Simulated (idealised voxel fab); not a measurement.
The document below concerns the process module designated voxel ribs on slabs.
190 nm wide, 5 nm square cells: that's cross-section cut.
Format of a cross-section: grid, square cells. Given as bands. Order: top down. Band: one or more rows of cells. Per band: top height and bottom height in nm, followed by the left-to-right materials and their widths in nm; "everywhere" marks a single material spanning edge to edge, "air" marks empty space. Basically, 0 is our baseline, since under it the wafer straight out of the box is all one material. The bottom band has no lower end and keeps on going down, so it looks like "from 0 down". The width entry "30 to 40" should be interpreted row by row: the top row of cells in the band takes the first number, the bottom row takes the second number, and the change between adjacent rows is uniform throughout. Step note "nothing different" = no cross-section cell changed. Basically, "Enclosed internal cavities" tells you about the enclosed voids: empty spaces with no open way to the top, 8 cells or bigger, each written width x height at distance, where distance is from the left edge, all in nm. That trailing text on a step's line, after the settings, is the simulator's own remark on the step. When a step includes a mask, the "overlay nm" setting on its line states how far to the right of its planned place that mask lay, and negative values state how far to the left.
[Below is the list of planned process steps]
1. RECEIVE with material Si
2. DIRECTIONAL_DEP with material SiO2, thk nm 30
3. DIRECTIONAL_DEP with material SiN, thk nm 25
4. MASKED_ETCH with tone cover, mask id RIB, width nm 20, etch materials SiN, depth nm 15, overlay nm 0
5. MASKED_ETCH with tone cover, mask id SLAB, width nm 50, etch materials SiN, depth nm 10, overlay nm 0
6. FILL_DEP with material SiO2, thk nm 15
7. CMP with height nm 65
8. DIRECTIONAL_DEP with material TiN, thk nm 10
9. PATTERN with tone cover, mask id HEATER, material resist, width nm 30, thk nm 20, overlay nm 0
10. DIRECTIONAL_ETCH with etch materials TiN, depth nm 10
11. STRIP with etch materials resist
12. CONFORMAL_DEP with material SiN, thk nm 10
[The following pertains to the first of two wafers, which was processed as planned]
[Cross-section of the wafer upon arrival, representing the state reached after step 1]
    from 0 down  Si everywhere
    Enclosed internal cavities: none
[Step 2 complete: cross-section through the wafer]
    from 30 to 0  SiO2 everywhere
    Whatever lies below 0 is exactly as it was before.
[Step 3 complete: cross-section through the wafer]
    from 55 to 30  SiN everywhere
    Whatever lies below 30 is exactly as it was before.
[Step 4 complete: cross-section through the wafer]
    from 55 to 40  85 nm air; 20 nm SiN; 85 nm air
    Whatever lies below 40 is exactly as it was before.
[Step 5 complete: cross-section through the wafer]
    from 55 to 40  85 nm air; 20 nm SiN; 85 nm air
    from 40 to 30  70 nm air; 50 nm SiN; 70 nm air
    Whatever lies below 30 is exactly as it was before.
[Step 6 complete: cross-section through the wafer]
    from 70 to 55  SiO2 everywhere
    from 55 to 40  85 nm SiO2; 20 nm SiN; 85 nm SiO2
    from 40 to 30  70 nm SiO2; 50 nm SiN; 70 nm SiO2
    Whatever lies below 30 is exactly as it was before.
[Step 7 complete: cross-section through the wafer]
    from 65 to 55  SiO2 everywhere
    Whatever lies below 55 is exactly as it was before.
[Step 8 complete: cross-section through the wafer]
    from 75 to 65  TiN everywhere
    Whatever lies below 65 is exactly as it was before.
[Step 9 complete: cross-section through the wafer]
    from 95 to 75  80 nm air; 30 nm resist; 80 nm air
    Whatever lies below 75 is exactly as it was before.
[Step 10 complete: cross-section through the wafer]
    from 95 to 75  80 nm air; 30 nm resist; 80 nm air
    from 75 to 65  80 nm air; 30 nm TiN; 80 nm air
    Whatever lies below 65 is exactly as it was before.
[Step 11 complete: cross-section through the wafer]
    from 75 to 65  80 nm air; 30 nm TiN; 80 nm air
    Whatever lies below 65 is exactly as it was before.
[Step 12 complete: cross-section through the wafer]
    from 85 to 75  70 nm air; 50 nm SiN; 70 nm air
    from 75 to 65  80 nm SiN; 30 nm TiN; 80 nm SiN
    Whatever lies below 65 is exactly as it was before.
[Second wafer, same starting state and plan as the first, one mistake in the run, identical through step 4]
[At the planned end of step 5, the second wafer in cross-section]
    from 55 to 40  85 nm air; 20 nm SiN; 85 nm air
    from 40 to 30  65 nm air; 60 nm SiN; 65 nm air
    Whatever lies below 30 is exactly as it was before.
[At the planned end of step 6, the second wafer in cross-section]
    from 70 to 55  SiO2 everywhere
    from 55 to 40  85 nm SiO2; 20 nm SiN; 85 nm SiO2
    from 40 to 30  65 nm SiO2; 60 nm SiN; 65 nm SiO2
    Whatever lies below 30 is exactly as it was before.
[At the planned end of step 7, the second wafer in cross-section]
    from 65 to 55  SiO2 everywhere
    Whatever lies below 55 is exactly as it was before.
[At the planned end of step 8, the second wafer in cross-section]
    from 75 to 65  TiN everywhere
    Whatever lies below 65 is exactly as it was before.
[At the planned end of step 9, the second wafer in cross-section]
    from 95 to 75  80 nm air; 30 nm resist; 80 nm air
    Whatever lies below 75 is exactly as it was before.
[At the planned end of step 10, the second wafer in cross-section]
    from 95 to 75  80 nm air; 30 nm resist; 80 nm air
    from 75 to 65  80 nm air; 30 nm TiN; 80 nm air
    Whatever lies below 65 is exactly as it was before.
[At the planned end of step 11, the second wafer in cross-section]
    from 75 to 65  80 nm air; 30 nm TiN; 80 nm air
    Whatever lies below 65 is exactly as it was before.
[At the planned end of step 12, the second wafer in cross-section]
    from 85 to 75  70 nm air; 50 nm SiN; 70 nm air
    from 75 to 65  80 nm SiN; 30 nm TiN; 80 nm SiN
    Whatever lies below 65 is exactly as it was before.
Misprocessing identified: not per plan at step 5, really ran MASKED_ETCH with tone cover, mask id SLAB, width nm 60, etch materials SiN, depth nm 10, overlay nm 0
It is noted that, at the conclusion of processing, the second wafer exhibits a higher or lower cell count for certain materials relative to the first: +4 SiN, -4 SiO2
